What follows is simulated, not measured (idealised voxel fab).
Process module in this document: voxel released beams
We display cut, a cross-section 165 nm in width whose square cells are each 5 nm.
This document writes a cross-section as a grid whose cells are square, and gives it as bands, listed from the top down; one or more rows of cells form a band. A band entry consists of two parts. The first gives the height of the band's top and the height of its bottom, in nm. The rest lists the band's materials from left to right, each with its width in nm. A single material labelled with the word "full width" fills the band from edge to edge, and the word "empty" marks empty space. We count height from 0. Below that, the starting wafer is all one material. The lowest band never ends at the bottom but goes on down; see "0 -> down" for how that is written. Quick explanation for "30->40": the width changes in equal steps down the rows of cells, from the first number in the band's top row to the second number in its bottom row. Where the words "nothing changed" appear for a step, the cross-section shows no cell changed by that step; every cell remained as before. "Closed-off voids" - sealed voids, min. 8 cells, no opening to top; format: width x height at distance (distance from left edge; nm throughout). Note: text after step settings on the step line = simulator remark on that step. If you see "overlay nm" on a step's line and that step has a mask, it's telling you how far right of where it was planned the mask ended up; a negative number means it went left instead.
# Set out below are the planned steps of the process
1,RECEIVE [material Si]
2,CONFORMAL_DEP [material Al2O3] [thk nm 10]
3,DIRECTIONAL_DEP [material SiO2] [thk nm 15]
4,PATTERN [tone open] [mask id ANCHOR] [material resist] [width nm 30] [thk nm 15] [overlay nm 0]
5,DIRECTIONAL_ETCH [etch materials SiO2] [depth nm 15]
6,STRIP [etch materials resist]
7,CONFORMAL_DEP [material W] [thk nm 10]
8,PATTERN [tone cover] [mask id BEAM] [material resist] [width nm 110] [thk nm 20] [overlay nm 0]
9,DIRECTIONAL_ETCH [etch materials W] [depth nm 10]
10,STRIP [etch materials resist]
11,STRIP [etch materials SiO2]
# Delivered wafer in cross-section: state after step 1
    0 -> down: Si full width
    Closed-off voids: none
# End-of-module cross-section. Starting structure and process plan as above; one mistake made in running it
    25 -> 10: SiO2 30 / empty 30 / SiO2 105
    10 -> 0: Al2O3 full width
    0 -> down: Si full width
    Closed-off voids: none
What broke from the plan during processing? it should be noted that step 11 was executed with settings other than those planned, the operation and settings actually applied being STRIP [etch materials W]
